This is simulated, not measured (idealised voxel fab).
This is a process module. Its name is voxel air gaps.
Cross-sectional view cut (width: 270 nm; square cell size: 5 nm).
This document writes a cross-section as a grid whose cells are square, and gives it as bands, listed from the top down; one or more rows of cells form a band. Band entry format. Leading values: height of top, height of bottom, nm. Remainder: materials in left-to-right order, each with its width in nm. Special words: "full width" on a single material, which then fills the band edge to edge; "blank", empty space. Height reference: 0 = level under which incoming wafer is all one material. Lowest band: no bottom, runs on downward, e.g. "from 0 down". When a width is written as two numbers, as in "30->40", the first number is the width in the top row of cells of the band and the second is the width in its bottom row, and the width changes by the same amount from each row to the next. "no alterations made" means the step left every cell of the cross-section as it was. "Voids, enclosed" enumerates empty spaces isolated from the top, with no open way to it, that contain at least 8 cells, giving each as width x height at distance from the left edge, all three in nm. Where a step's line continues beyond its settings, the continuation is a remark by the simulator itself on that step. overlay nm: on a step with a mask, how far right of its planned place the mask lay; negative means left.

THESE ARE THE STEPS WE PLANNED FOR THE PROCESS
- 1: RECEIVE | material Si
- 2: CONFORMAL_DEP | material SiO2 | thk nm 5
- 3: CONFORMAL_DEP | material SiCN | thk nm 5
- 4: DIRECTIONAL_DEP | material lowk | thk nm 30
- 5: PATTERN | tone open | mask id LINES | material resist | width nm 25 | pitch nm 50 | thk nm 15 | overlay nm 0
- 6: DIRECTIONAL_ETCH | etch materials lowk | depth nm 30
- 7: STRIP | etch materials resist
- 8: CONFORMAL_DEP | material TiN | thk nm 5
- 9: FILL_DEP | material W | thk nm 5
- 10: CMP | height nm 50
- 11: EPI | material Ru | thk nm 10
- 12: SELECTIVE_ETCH | etch materials lowk | depth nm 40
- 13: CONFORMAL_DEP | material SiCN | thk nm 5
The wafers in this document start out alike and differ in the thk nm applied at step 2; the plan shows the value used for the first wafer.

FIRST WAFER AS RECEIVED, AFTER STEP 1
* from 0 down | Si full width
* Voids, enclosed: none

CROSS-SECTIONAL REPRESENTATION OF THE FIRST OF SEVERAL WAFERS AT THE END OF THE MODULE, I.E. AFTER ITS TERMINAL STEP, STEP 13
* from 65 to 60 | SiCN full width
* from 60 to 50 | Ru full width
* from 50 to 45 | W full width
* from 45 to 40 | TiN (75); W (15); TiN (35); W (15); TiN (35); W (15); TiN (80)
* from 40 to 15 | lowk (70); TiN (5); W (15); TiN (5); lowk (25); TiN (5); W (15); TiN (5); lowk (25); TiN (5); W (15); TiN (5); lowk (75)
* from 15 to 10 | lowk (70); TiN (25); lowk (25); TiN (25); lowk (25); TiN (25); lowk (75)
* from 10 to 5 | SiCN full width
* from 5 to 0 | SiO2 full width
* from 0 down | Si full width
* Voids, enclosed: none

LAST WAFER, END OF MODULE, CROSS-SECTION
* from 65 to 60 | blank (55); SiCN (155); blank (60)
* from 60 to 50 | blank (55); SiCN (5); Ru (45); SiCN (5); Ru (45); SiCN (5); Ru (45); SiCN (5); blank (60)
* from 50 to 45 | blank (55); SiCN (15); TiN (5); W (15); TiN (5); SiCN (25); TiN (5); W (15); TiN (5); SiCN (25); TiN (5); W (15); TiN (5); SiCN (15); blank (60)
* from 45 to 40 | blank (65); SiCN (5); TiN (5); W (15); TiN (5); SiCN (5); blank (15); SiCN (5); TiN (5); W (15); TiN (5); SiCN (5); blank (15); SiCN (5); TiN (5); W (15); TiN (5); SiCN (5); blank (70)
* from 40 to 35 | SiCN (70); TiN (25); SiCN (25); TiN (25); SiCN (25); TiN (25); SiCN (75)
* from 35 to 30 | SiCN full width
* from 30 to 0 | SiO2 full width
* from 0 down | Si full width
* Voids, enclosed: none

TABLE: WAFERS, A ROW EACH; END-OF-MODULE CELL CHANGE PER MATERIAL SINCE RECEIPT, GAIN (+), LOSS (-); THEN CLOSED VOIDS
thk nm 5; +108 Ru; +108 SiCN; +54 SiO2; +90 TiN; +108 W; +234 lowk; Voids, enclosed: none
thk nm 10; +108 Ru; +108 SiCN; +108 SiO2; +90 TiN; +54 W; +234 lowk; Voids, enclosed: none
thk nm 15; +54 Ru; +172 SiCN; +162 SiO2; +45 TiN; +45 W; Voids, enclosed: 15 x 20 at 100; 15 x 20 at 150
thk nm 20; +54 Ru; +166 SiCN; +216 SiO2; +39 TiN; +36 W; Voids, enclosed: 15 x 15 at 100; 15 x 15 at 150
thk nm 25; +54 Ru; +160 SiCN; +270 SiO2; +33 TiN; +27 W; Voids, enclosed: none
thk nm 30; +54 Ru; +154 SiCN; +324 SiO2; +27 TiN; +18 W; Voids, enclosed: none
